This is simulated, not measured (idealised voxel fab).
voxel spacer lines: a process module
The figure presents cross-section cut, which has a width of 235 nm and is divided into square cells with an edge length of 5 nm.
A cross-section is a grid of square cells, given in bands from the top down. A band is one or more rows of cells. For a band, the entry starts with two heights in nm, that of the top and then that of the bottom, and carries on with the band's materials in order from left to right, each alongside its width in nm; the word "everywhere" beside a single material means it fills the band edge to edge, and "blank" means empty space. Ref level 0: as-received wafer is one material below here. Bottom band extends down with no lower bound ("0 nm and below"). A width such as "30 to 40" changes by the same amount from each row of cells to the next, from the band's top row to its bottom row. Step marked "no alteration"? Then no cell in the cross-section changed in it. "Voids, fully enclosed": sealed empty spaces, 8 cells or more, no open way to top, listed width x height at distance, with distance from the left edge and width, height and distance in nm. It should be noted that, on the line of a given step, the content following the step's settings is a remark produced by the simulator itself with respect to that step. overlay nm: step with mask; distance mask lay right of planned place; negative value = left of planned place.
-- Steps planned for the process
1. RECEIVE | material Si
2. CONFORMAL_DEP | material Al2O3 | thk nm 5
3. DIRECTIONAL_DEP | material polySi | thk nm 10
4. DIRECTIONAL_DEP | material aC | thk nm 30
5. PATTERN | tone cover | mask id MANDREL | material resist | width nm 15 | pitch nm 50 | thk nm 35 | overlay nm 0
6. DIRECTIONAL_ETCH | etch materials aC | depth nm 30
7. STRIP | etch materials resist
8. CONFORMAL_DEP | material SiO2 | thk nm 10
9. DIRECTIONAL_ETCH | etch materials SiO2 | depth nm 10
10. STRIP | etch materials aC
11. DIRECTIONAL_ETCH | etch materials polySi | depth nm 10
12. STRIP | etch materials SiO2
-- Cross-section: wafer on arrival = after step 1
> 0 nm and below: Si everywhere
> Voids, fully enclosed: none
-- The cross-section shown corresponds to the wafer at the conclusion of the module. The initial structure and the process plan are those presented above; however, one mistake occurred in executing the plan
> 15 nm to 5 nm: 70 of blank, 10 of polySi, 25 of blank, 10 of polySi, 5 of blank, 10 of polySi, 25 of blank, 10 of polySi, 70 of blank
> 5 nm to 0 nm: Al2O3 everywhere
> 0 nm and below: Si everywhere
> Voids, fully enclosed: none
The mistake made against the process plan was this: step 5 deviated from plan and actually ran as PATTERN | tone cover | mask id MANDREL | material resist | width nm 25 | pitch nm 50 | thk nm 35 | overlay nm 0
